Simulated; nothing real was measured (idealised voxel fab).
Process module heading - voxel self aligned contacts
The cross-section shown here is cut; it is 230 nm wide and divided into square cells measuring 5 nm on a side.
A cross-section in this document is a grid of square cells, and it is written down as bands, the top band listed before the ones below it; a band is made up of one or more rows of cells.
Read a band's entry like this: the first values are the height of its top and the height of its bottom in nm, and what follows is the sequence of materials from left to right, each with its width in nm. Note that "empty" is empty space, and that a single material marked "throughout" reaches across the band from edge to edge.
It should be noted that heights are counted from 0, beneath which the wafer as supplied is of one material throughout, and that the lowest band possesses no lower boundary but continues downward, as written in "0..down".
A width such as "30->40" changes by the same amount from each row of cells to the next, from the band's top row to its bottom row.
"no alteration" (step): cross-section cells unchanged, all of them.
"Sealed internal cavities" enumerates empty spaces isolated from the top, with no open way to it, that contain at least 8 cells, giving each as width x height at distance from the left edge, all three in nm.
That trailing text on a step's line, after the settings, is the simulator's own remark on the step.
The "overlay nm" setting may appear on a step's line; for a step that uses a mask, it gives how far to the right of its planned position the mask lay, and a negative value indicates the left.
### Below is the list of planned process steps
1: RECEIVE, material Si
2: OXIDIZE, depth nm 5
3: DIRECTIONAL_DEP, material polySi, thk nm 20
4: DIRECTIONAL_DEP, material SiN, thk nm 25
5: MASKED_ETCH, tone cover, mask id GATE, width nm 35, pitch nm 75, etch materials SiN, depth nm 25, overlay nm 0
6: MASKED_ETCH, tone cover, mask id GATE, width nm 35, pitch nm 75, etch materials polySi, depth nm 20, overlay nm 0
7: CONFORMAL_DEP, material SiN, thk nm 10
8: DIRECTIONAL_ETCH, etch materials SiN, depth nm 10
9: FILL_DEP, material SiO2, thk nm 15
10: CMP, height nm 50
11: DIRECTIONAL_DEP, material aC, thk nm 10
12: PATTERN, tone open, mask id CONTACT, material resist, width nm 60, pitch nm 75, thk nm 30, overlay nm 0
13: DIRECTIONAL_ETCH, etch materials aC, depth nm 10
14: STRIP, etch materials resist
15: DIRECTIONAL_ETCH, etch materials SiO2, depth nm 55
16: STRIP, etch materials aC
17: CONFORMAL_DEP, material TiN, thk nm 5
18: FILL_DEP, material Ru, thk nm 10
19: CMP, height nm 50
20: CONFORMAL_DEP, material SiCN, thk nm 5
### As-received state of the wafer in cross-section, equivalent to post-step 1
	0..down | Si throughout
	Sealed internal cavities: none
### This is how the wafer looks in cross-section once the module is done, given the starting state and plan above and one mistake in carrying the plan out
	55..50 | SiCN throughout
	50..45 | 45 of SiO2 / 20 of TiN / 20 of Ru / 20 of TiN / 15 of SiO2 / 20 of TiN / 20 of Ru / 20 of TiN / 50 of SiO2
	45..25 | 15 of SiO2 / 45 of SiN / 5 of TiN / 20 of Ru / 5 of TiN / 45 of SiN / 5 of TiN / 20 of Ru / 5 of TiN / 45 of SiN / 20 of SiO2
	25..20 | 15 of SiO2 / 45 of SiN / 10 of TiN / 10 of Ru / 10 of TiN / 45 of SiN / 10 of TiN / 10 of Ru / 10 of TiN / 45 of SiN / 20 of SiO2
	20..0 | 10 of SiO2 / 10 of SiN / 35 of polySi / 10 of SiN / 5 of TiN / 10 of Ru / 5 of TiN / 10 of SiN / 35 of polySi / 10 of SiN / 5 of TiN / 10 of Ru / 5 of TiN / 10 of SiN / 35 of polySi / 10 of SiN / 15 of SiO2
	0..-5 | 65 of SiO2 / 20 of TiN / 55 of SiO2 / 20 of TiN / 70 of SiO2
	-5..down | Si throughout
	Sealed internal cavities: none
Run error: the process deviated at step 5: the operation and settings actually run there were MASKED_ETCH, tone cover, mask id GATE, width nm 25, pitch nm 75, etch materials SiN, depth nm 25, overlay nm 0
